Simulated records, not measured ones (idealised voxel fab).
The document below concerns the process module designated voxel tone inversion.
Section shown: cut. Width: 170 nm. Cell size: 5 nm, square.
We lay out every cross-section as a grid of square cells and spell it out in bands from the top down, where one band means one or more rows of cells.
A band entry consists of two parts. The first gives the height of the band's top and the height of its bottom, in nm. The rest lists the band's materials from left to right, each with its width in nm. A single material labelled with the word "throughout" fills the band from edge to edge, and the word "air" marks empty space.
The reference from which all heights are counted is 0, the level beneath which the as-received wafer is entirely one material; the lowest band, having no lower bound, proceeds downward and is written after the example "0 nm and below".
It should be noted that a width expressed as "30->40" varies in equal increments from row to row of cells within the band, taking the value of the first number at the top row and that of the second number at the bottom row.
When a step is marked "changes: none", none of the cells in the cross-section changed during that step.
Voids not open to the top, 8 cells minimum: see "Enclosed void catalog". Written width x height at distance; distance is from the left edge; nm.
Anything after a step's settings on that line? It's the simulator's own note about the step.
Steps that use a mask can have "overlay nm" on their line. It says how far the mask sat to the right of where it was meant to be. Negative means to the left.

The steps planned for the process are as follows
1,RECEIVE | material Si
2,CONFORMAL_DEP | material SiN | thk nm 10
3,DIRECTIONAL_DEP | material aC | thk nm 25
4,PATTERN | tone cover | mask id POSTS | material resist | width nm 25 | pitch nm 40 | thk nm 30 | overlay nm 0
5,DIRECTIONAL_ETCH | etch materials aC | depth nm 25
6,STRIP | etch materials resist
7,FILL_DEP | material lowk | thk nm 10
8,CMP | height nm 35
9,STRIP | etch materials aC
10,CONFORMAL_DEP | material TiN | thk nm 5
11,FILL_DEP | material Ru | thk nm 10
12,CMP | height nm 35
13,CONFORMAL_DEP | material SiCN | thk nm 5

Cross-section of the wafer as it came to us, i.e., already through step 1
	0 nm and below | Si throughout
	Enclosed void catalog: none

Sectioned view, first of two wafers, at the close of the module, processed as intended in the plan
	40 nm to 35 nm | SiCN throughout
	35 nm to 15 nm | lowk 30 nm, then TiN 5 nm, then Ru 15 nm, then TiN 5 nm, then lowk 15 nm, then TiN 5 nm, then Ru 15 nm, then TiN 5 nm, then lowk 15 nm, then TiN 5 nm, then Ru 15 nm, then TiN 5 nm, then lowk 35 nm
	15 nm to 10 nm | lowk 30 nm, then TiN 25 nm, then lowk 15 nm, then TiN 25 nm, then lowk 15 nm, then TiN 25 nm, then lowk 35 nm
	10 nm to 0 nm | SiN throughout
	0 nm and below | Si throughout
	Enclosed void catalog: none

Same start, same plan as the first wafer - but one mistake in the run. Cross-section of the second of the two at the end of the module
	55 nm to 50 nm | SiCN throughout
	50 nm to 40 nm | Ru throughout
	40 nm to 35 nm | TiN 35 nm, then Ru 15 nm, then TiN 25 nm, then Ru 15 nm, then TiN 25 nm, then Ru 15 nm, then TiN 40 nm
	35 nm to 15 nm | lowk 30 nm, then TiN 5 nm, then Ru 15 nm, then TiN 5 nm, then lowk 15 nm, then TiN 5 nm, then Ru 15 nm, then TiN 5 nm, then lowk 15 nm, then TiN 5 nm, then Ru 15 nm, then TiN 5 nm, then lowk 35 nm
	15 nm to 10 nm | lowk 30 nm, then TiN 25 nm, then lowk 15 nm, then TiN 25 nm, then lowk 15 nm, then TiN 25 nm, then lowk 35 nm
	10 nm to 0 nm | SiN throughout
	0 nm and below | Si throughout
	Enclosed void catalog: none
Run error: plan step 12 skipped
Upon completion, the second wafer contains, in terms of cells, a greater or smaller amount of certain materials than the first wafer: +77 Ru, +25 TiN
